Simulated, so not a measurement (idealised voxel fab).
The process module presented herein is designated voxel quadruple lines.
Cross-sectional view cut (width: 230 nm; square cell size: 5 nm).
A cross-section is a grid of square cells, given in bands from the top down. A band is one or more rows of cells. The band entry comprises the height of the band's top followed by the height of its bottom, expressed in nm, and subsequently the band's materials from left to right, each stated together with its width in nm. Where a single material is marked with the word "all across", that material fills the band from edge to edge. The word "air" represents empty space. Ref level 0: as-received wafer is one material below here. Bottom band extends down with no lower bound ("from 0 down"). Graded width ("30->40"): value in top row of band = first number; value in bottom row = second number; row-to-row change constant. "changes: none" after a step means that no cell of the cross-section changed. "Unvented internal voids" contains a list of empty spaces, each no smaller than 8 cells and without an open way to the top, written in the form width x height at distance with the distance from the left edge and all three in nm. Anything after a step's settings on that line? It's the simulator's own note about the step. overlay nm: step with mask; distance mask lay right of planned place; negative value = left of planned place.
### The planned process steps are enumerated hereunder
1: op RECEIVE | material Si
2: op CONFORMAL_DEP | material SiO2 | thk nm 5
3: op DIRECTIONAL_DEP | material TiN | thk nm 10
4: op DIRECTIONAL_DEP | material polySi | thk nm 15
5: op DIRECTIONAL_DEP | material aC | thk nm 20
6: op PATTERN | tone cover | mask id MANDREL | material resist | width nm 25 | thk nm 25 | overlay nm 0
7: op DIRECTIONAL_ETCH | etch materials aC | depth nm 20
8: op STRIP | etch materials resist
9: op CONFORMAL_DEP | material SiO2 | thk nm 15
10: op DIRECTIONAL_ETCH | etch materials SiO2 | depth nm 15
11: op STRIP | etch materials aC
12: op DIRECTIONAL_ETCH | etch materials polySi | depth nm 15
13: op STRIP | etch materials SiO2
14: op CONFORMAL_DEP | material SiCN | thk nm 5
15: op DIRECTIONAL_ETCH | etch materials SiCN | depth nm 5
16: op STRIP | etch materials polySi
17: op DIRECTIONAL_ETCH | etch materials TiN | depth nm 10
18: op STRIP | etch materials SiCN
19: op FILL_DEP | material SiO2 | thk nm 5
20: op CMP | height nm 5
Heads up: all these wafers start the same, and what changes between them is the height nm in step 20. The value you see in the plan is just what the first wafer got.
### First of several wafers (as received, post step 1), cross-sectional view
- from 0 down  Si all across
- Unvented internal voids: none
### Here is the cross-section of the first of several wafers at the end of the module, after its last step, step 20
- from 5 to 0  SiO2 all across
- from 0 down  Si all across
- Unvented internal voids: none
### The final wafer, sectioned at module end
- from 20 to 15  SiO2 all across
- from 15 to 5  80 nm SiO2 | 5 nm TiN | 15 nm SiO2 | 5 nm TiN | 15 nm SiO2 | 5 nm TiN | 15 nm SiO2 | 5 nm TiN | 85 nm SiO2
- from 5 to 0  SiO2 all across
- from 0 down  Si all across
- Unvented internal voids: none
### Row per wafer, end-of-module: cell gain (+)/loss (-) by material since the wafer came in, then closed voids
height nm 5; +46 SiO2; Unvented internal voids: none
height nm 10; +88 SiO2; +4 TiN; Unvented internal voids: none
height nm 15; +130 SiO2; +8 TiN; Unvented internal voids: none
height nm 20; +176 SiO2; +8 TiN; Unvented internal voids: none
